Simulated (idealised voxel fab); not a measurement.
The name of this process module is voxel capacitor over wiring.
Xsec cut, 150 nm wide, square cell size 5 nm.
Cross-section, as written here: a square-cell grid given band by band from the top down, where a band holds one or more rows of cells. Within each band entry, the heights of the top and of the bottom of the band appear first, in that order and in nm; the materials of the band then follow from left to right, each with its corresponding width in nm. The designation "full width" on a single material indicates that it fills the band from edge to edge; the designation "empty" indicates empty space. The level at which height equals 0 is the one under which the wafer, as it arrives, is entirely one material. No lower edge exists for the bottom band, which continues downward and is notated as in "0 -> down". Per-row width for "30 to 40": begins at first number (top row of band), ends at second number (bottom row), increment between rows held constant. No cell of the cross-section changed in a step that is given as "identical to before". Entry "Unvented internal voids" = empty spaces >= 8 cells with no open way to the top; each as width x height at distance, distance from left edge, all nm. Read whatever lies past the settings on a step's line as the simulator's own remark about the step. For masked steps, "overlay nm" on the step line gives how far right of plan the mask actually lay; a minus sign means it lay to the left.
### List of planned process steps
- 1: RECEIVE [material Si]
- 2: CONFORMAL_DEP [material SiO2] [thk nm 15]
- 3: CONFORMAL_DEP [material SiN] [thk nm 5]
- 4: DIRECTIONAL_DEP [material lowk] [thk nm 25]
- 5: PATTERN [tone open] [mask id METAL_1] [material resist] [width nm 25] [pitch nm 95] [thk nm 20] [overlay nm 0]
- 6: DIRECTIONAL_ETCH [etch materials lowk] [depth nm 25]
- 7: DIRECTIONAL_ETCH [etch materials SiN] [depth nm 5]
- 8: STRIP [etch materials resist]
- 9: CONFORMAL_DEP [material TiN] [thk nm 5]
- 10: FILL_DEP [material Cu] [thk nm 10]
- 11: CMP [height nm 45]
- 12: CONFORMAL_DEP [material SiCN] [thk nm 5]
- 13: DIRECTIONAL_DEP [material lowk] [thk nm 20]
- 14: DIRECTIONAL_DEP [material aC] [thk nm 15]
- 15: PATTERN [tone open] [mask id PLUG_1] [material resist] [width nm 15] [thk nm 35] [overlay nm 0]
- 16: DIRECTIONAL_ETCH [etch materials aC] [depth nm 15]
- 17: STRIP [etch materials resist]
- 18: DIRECTIONAL_ETCH [etch materials lowk] [depth nm 20]
- 19: DIRECTIONAL_ETCH [etch materials SiCN] [depth nm 5]
- 20: STRIP [etch materials aC]
- 21: CONFORMAL_DEP [material TiN] [thk nm 5]
- 22: FILL_DEP [material Ru] [thk nm 10]
- 23: CMP [height nm 70]
- 24: DIRECTIONAL_DEP [material TiN] [thk nm 5]
- 25: DIRECTIONAL_DEP [material Al2O3] [thk nm 5]
- 26: DIRECTIONAL_DEP [material TiN] [thk nm 10]
- 27: DIRECTIONAL_DEP [material aC] [thk nm 10]
- 28: PATTERN [tone cover] [mask id UPPER_PLATE] [material resist] [width nm 75] [thk nm 30] [overlay nm 0]
- 29: DIRECTIONAL_ETCH [etch materials aC] [depth nm 10]
- 30: STRIP [etch materials resist]
- 31: DIRECTIONAL_ETCH [etch materials TiN] [depth nm 10]
- 32: DIRECTIONAL_ETCH [etch materials Al2O3] [depth nm 5]
- 33: STRIP [etch materials aC]
- 34: MASKED_ETCH [tone cover] [mask id LOWER_PLATE] [width nm 85] [etch materials TiN] [depth nm 5] [overlay nm 0]
- 35: FILL_DEP [material SiO2] [thk nm 20]
- 36: CMP [height nm 105]
- 37: DIRECTIONAL_DEP [material aC] [thk nm 15]
- 38: PATTERN [tone open] [mask id PLUG_2] [material resist] [width nm 15] [thk nm 30] [overlay nm 0]
- 39: DIRECTIONAL_ETCH [etch materials aC] [depth nm 15]
- 40: STRIP [etch materials resist]
- 41: DIRECTIONAL_ETCH [etch materials SiO2] [depth nm 15]
- 42: STRIP [etch materials aC]
- 43: CONFORMAL_DEP [material TiN] [thk nm 5]
- 44: FILL_DEP [material Cu] [thk nm 10]
- 45: CMP [height nm 105]
- 46: CONFORMAL_DEP [material SiN] [thk nm 5]
### First wafer out of two, processed as planned
### Cross-section of the incoming wafer, state after step 1
* 0 -> down = Si full width
* Unvented internal voids: none
### Wafer after step 2 (cross-section)
* 15 -> 0 = SiO2 full width
* No changes below 0.
### Wafer after step 3 (cross-section)
* 20 -> 15 = SiN full width
* No changes below 15.
### Wafer after step 4 (cross-section)
* 45 -> 20 = lowk full width
* No changes below 20.
### Wafer after step 5 (cross-section)
* 65 -> 45 = resist: 15 / empty: 25 / resist: 70 / empty: 25 / resist: 15
* No changes below 45.
### Wafer after step 6 (cross-section)
* 65 -> 45 = resist: 15 / empty: 25 / resist: 70 / empty: 25 / resist: 15
* 45 -> 20 = lowk: 15 / empty: 25 / lowk: 70 / empty: 25 / lowk: 15
* No changes below 20.
### Wafer after step 7 (cross-section)
* 65 -> 45 = resist: 15 / empty: 25 / resist: 70 / empty: 25 / resist: 15
* 45 -> 20 = lowk: 15 / empty: 25 / lowk: 70 / empty: 25 / lowk: 15
* 20 -> 15 = SiN: 15 / empty: 25 / SiN: 70 / empty: 25 / SiN: 15
* No changes below 15.
### Wafer after step 8 (cross-section)
* 45 -> 20 = lowk: 15 / empty: 25 / lowk: 70 / empty: 25 / lowk: 15
* No changes below 20.
### Wafer after step 9 (cross-section)
* 50 -> 45 = TiN: 20 / empty: 15 / TiN: 80 / empty: 15 / TiN: 20
* 45 -> 20 = lowk: 15 / TiN: 5 / empty: 15 / TiN: 5 / lowk: 70 / TiN: 5 / empty: 15 / TiN: 5 / lowk: 15
* 20 -> 15 = SiN: 15 / TiN: 25 / SiN: 70 / TiN: 25 / SiN: 15
* No changes below 15.
### Wafer after step 10 (cross-section)
* 60 -> 50 = Cu full width
* 50 -> 45 = TiN: 20 / Cu: 15 / TiN: 80 / Cu: 15 / TiN: 20
* 45 -> 20 = lowk: 15 / TiN: 5 / Cu: 15 / TiN: 5 / lowk: 70 / TiN: 5 / Cu: 15 / TiN: 5 / lowk: 15
* No changes below 20.
### Wafer after step 11 (cross-section)
* 45 -> 20 = lowk: 15 / TiN: 5 / Cu: 15 / TiN: 5 / lowk: 70 / TiN: 5 / Cu: 15 / TiN: 5 / lowk: 15
* No changes below 20.
### Wafer after step 12 (cross-section)
* 50 -> 45 = SiCN full width
* No changes below 45.
### Wafer after step 13 (cross-section)
* 70 -> 50 = lowk full width
* No changes below 50.
### Wafer after step 14 (cross-section)
* 85 -> 70 = aC full width
* No changes below 70.
### Wafer after step 15 (cross-section)
* 120 -> 85 = resist: 25 / empty: 15 / resist: 110
* No changes below 85.
### Wafer after step 16 (cross-section)
* 105 -> 85 = resist: 25 / empty: 15 / resist: 110
* 85 -> 70 = aC: 25 / empty: 15 / aC: 110
* No changes below 70.
### Wafer after step 17 (cross-section)
* 85 -> 70 = aC: 25 / empty: 15 / aC: 110
* No changes below 70.
### Wafer after step 18 (cross-section)
* 85 -> 70 = aC: 25 / empty: 15 / aC: 110
* 70 -> 50 = lowk: 25 / empty: 15 / lowk: 110
* No changes below 50.
### Wafer after step 19 (cross-section)
* 85 -> 70 = aC: 25 / empty: 15 / aC: 110
* 70 -> 50 = lowk: 25 / empty: 15 / lowk: 110
* 50 -> 45 = SiCN: 25 / empty: 15 / SiCN: 110
* No changes below 45.
### Wafer after step 20 (cross-section)
* 70 -> 50 = lowk: 25 / empty: 15 / lowk: 110
* No changes below 50.
### Wafer after step 21 (cross-section)
* 75 -> 70 = TiN: 30 / empty: 5 / TiN: 115
* 70 -> 50 = lowk: 25 / TiN: 5 / empty: 5 / TiN: 5 / lowk: 110
* 50 -> 45 = SiCN: 25 / TiN: 15 / SiCN: 110
* No changes below 45.
### Wafer after step 22 (cross-section)
* 85 -> 75 = Ru full width
* 75 -> 70 = TiN: 30 / Ru: 5 / TiN: 115
* 70 -> 50 = lowk: 25 / TiN: 5 / Ru: 5 / TiN: 5 / lowk: 110
* No changes below 50.
### Wafer after step 23 (cross-section)
* 70 -> 50 = lowk: 25 / TiN: 5 / Ru: 5 / TiN: 5 / lowk: 110
* No changes below 50.
### Wafer after step 24 (cross-section)
* 75 -> 70 = TiN full width
* No changes below 70.
### Wafer after step 25 (cross-section)
* 80 -> 75 = Al2O3 full width
* No changes below 75.
### Wafer after step 26 (cross-section)
* 90 -> 80 = TiN full width
* No changes below 80.
### Wafer after step 27 (cross-section)
* 100 -> 90 = aC full width
* No changes below 90.
### Wafer after step 28 (cross-section)
* 130 -> 100 = empty: 25 / resist: 75 / empty: 50
* No changes below 100.
### Wafer after step 29 (cross-section)
* 120 -> 100 = empty: 25 / resist: 75 / empty: 50
* 100 -> 90 = empty: 25 / aC: 75 / empty: 50
* No changes below 90.
### Wafer after step 30 (cross-section)
* 100 -> 90 = empty: 25 / aC: 75 / empty: 50
* No changes below 90.
### Wafer after step 31 (cross-section)
* 100 -> 90 = empty: 25 / aC: 75 / empty: 50
* 90 -> 80 = empty: 25 / TiN: 75 / empty: 50
* No changes below 80.
### Wafer after step 32 (cross-section)
* 100 -> 90 = empty: 25 / aC: 75 / empty: 50
* 90 -> 80 = empty: 25 / TiN: 75 / empty: 50
* 80 -> 75 = empty: 25 / Al2O3: 75 / empty: 50
* No changes below 75.
### Wafer after step 33 (cross-section)
* 90 -> 80 = empty: 25 / TiN: 75 / empty: 50
* No changes below 80.
### Wafer after step 34 (cross-section)
* 90 -> 80 = empty: 25 / TiN: 75 / empty: 50
* 80 -> 75 = empty: 25 / Al2O3: 75 / empty: 50
* 75 -> 70 = empty: 20 / TiN: 85 / empty: 45
* No changes below 70.
### Wafer after step 35 (cross-section)
* 110 -> 90 = SiO2 full width
* 90 -> 80 = SiO2: 25 / TiN: 75 / SiO2: 50
* 80 -> 75 = SiO2: 25 / Al2O3: 75 / SiO2: 50
* 75 -> 70 = SiO2: 20 / TiN: 85 / SiO2: 45
* No changes below 70.
### Wafer after step 36 (cross-section)
* 105 -> 90 = SiO2 full width
* No changes below 90.
### Wafer after step 37 (cross-section)
* 120 -> 105 = aC full width
* No changes below 105.
### Wafer after step 38 (cross-section)
* 150 -> 120 = resist: 35 / empty: 15 / resist: 100
* No changes below 120.
### Wafer after step 39 (cross-section)
* 135 -> 120 = resist: 35 / empty: 15 / resist: 100
* 120 -> 105 = aC: 35 / empty: 15 / aC: 100
* No changes below 105.
### Wafer after step 40 (cross-section)
* 120 -> 105 = aC: 35 / empty: 15 / aC: 100
* No changes below 105.
### Wafer after step 41 (cross-section)
* 120 -> 105 = aC: 35 / empty: 15 / aC: 100
* 105 -> 90 = SiO2: 35 / empty: 15 / SiO2: 100
* No changes below 90.
### Wafer after step 42 (cross-section)
* 105 -> 90 = SiO2: 35 / empty: 15 / SiO2: 100
* No changes below 90.
### Wafer after step 43 (cross-section)
* 110 -> 105 = TiN: 40 / empty: 5 / TiN: 105
* 105 -> 95 = SiO2: 35 / TiN: 5 / empty: 5 / TiN: 5 / SiO2: 100
* 95 -> 90 = SiO2: 35 / TiN: 15 / SiO2: 100
* No changes below 90.
### Wafer after step 44 (cross-section)
* 120 -> 110 = Cu full width
* 110 -> 105 = TiN: 40 / Cu: 5 / TiN: 105
* 105 -> 95 = SiO2: 35 / TiN: 5 / Cu: 5 / TiN: 5 / SiO2: 100
* No changes below 95.
### Wafer after step 45 (cross-section)
* 105 -> 95 = SiO2: 35 / TiN: 5 / Cu: 5 / TiN: 5 / SiO2: 100
* No changes below 95.
### Wafer after step 46 (cross-section)
* 110 -> 105 = SiN full width
* No changes below 105.
### For the second wafer, take the first wafer's start and plan, then add one mistake made in running it; everything through step 30, that step included, is shared with the first
### X-section, second wafer, when step 31 was due to finish
* 100 -> 90 = empty: 25 / aC: 75 / empty: 50
* 90 -> 85 = empty: 25 / TiN: 75 / empty: 50
* No changes below 85.
X-section, second wafer, when step 32 was due to finish: identical to before
### X-section, second wafer, when step 33 was due to finish
* 90 -> 85 = empty: 25 / TiN: 75 / empty: 50
* No changes below 85.
### X-section, second wafer, when step 34 was due to finish
* 90 -> 80 = empty: 25 to 20 / TiN: 75 to 85 / empty: 50 to 45
* No changes below 80.
### X-section, second wafer, when step 35 was due to finish
* 110 -> 90 = SiO2 full width
* 90 -> 80 = SiO2: 25 to 20 / TiN: 75 to 85 / SiO2: 50 to 45
* No changes below 80.
### X-section, second wafer, when step 36 was due to finish
* 105 -> 90 = SiO2 full width
* No changes below 90.
### X-section, second wafer, when step 37 was due to finish
* 120 -> 105 = aC full width
* No changes below 105.
### X-section, second wafer, when step 38 was due to finish
* 150 -> 120 = resist: 35 / empty: 15 / resist: 100
* No changes below 120.
### X-section, second wafer, when step 39 was due to finish
* 135 -> 120 = resist: 35 / empty: 15 / resist: 100
* 120 -> 105 = aC: 35 / empty: 15 / aC: 100
* No changes below 105.
### X-section, second wafer, when step 40 was due to finish
* 120 -> 105 = aC: 35 / empty: 15 / aC: 100
* No changes below 105.
### X-section, second wafer, when step 41 was due to finish
* 120 -> 105 = aC: 35 / empty: 15 / aC: 100
* 105 -> 90 = SiO2: 35 / empty: 15 / SiO2: 100
* No changes below 90.
### X-section, second wafer, when step 42 was due to finish
* 105 -> 90 = SiO2: 35 / empty: 15 / SiO2: 100
* No changes below 90.
### X-section, second wafer, when step 43 was due to finish
* 110 -> 105 = TiN: 40 / empty: 5 / TiN: 105
* 105 -> 95 = SiO2: 35 / TiN: 5 / empty: 5 / TiN: 5 / SiO2: 100
* 95 -> 85 = SiO2: 35 to 25 / TiN: 15 to 75 / SiO2: 100 to 50
* No changes below 85.
### X-section, second wafer, when step 44 was due to finish
* 120 -> 110 = Cu full width
* 110 -> 105 = TiN: 40 / Cu: 5 / TiN: 105
* 105 -> 95 = SiO2: 35 / TiN: 5 / Cu: 5 / TiN: 5 / SiO2: 100
* No changes below 95.
### X-section, second wafer, when step 45 was due to finish
* 105 -> 95 = SiO2: 35 / TiN: 5 / Cu: 5 / TiN: 5 / SiO2: 100
* No changes below 95.
### X-section, second wafer, when step 46 was due to finish
* 110 -> 105 = SiN full width
* No changes below 105.
Finding, execution versus plan: in deviation from the planned setting, step 31 was conducted as DIRECTIONAL_ETCH [etch materials TiN] [depth nm 5]
Per the end-of-run cell counts, the second wafer holds more or fewer of some materials than the first: Al2O3: 15 more; SiO2: 30 fewer; TiN: 15 more
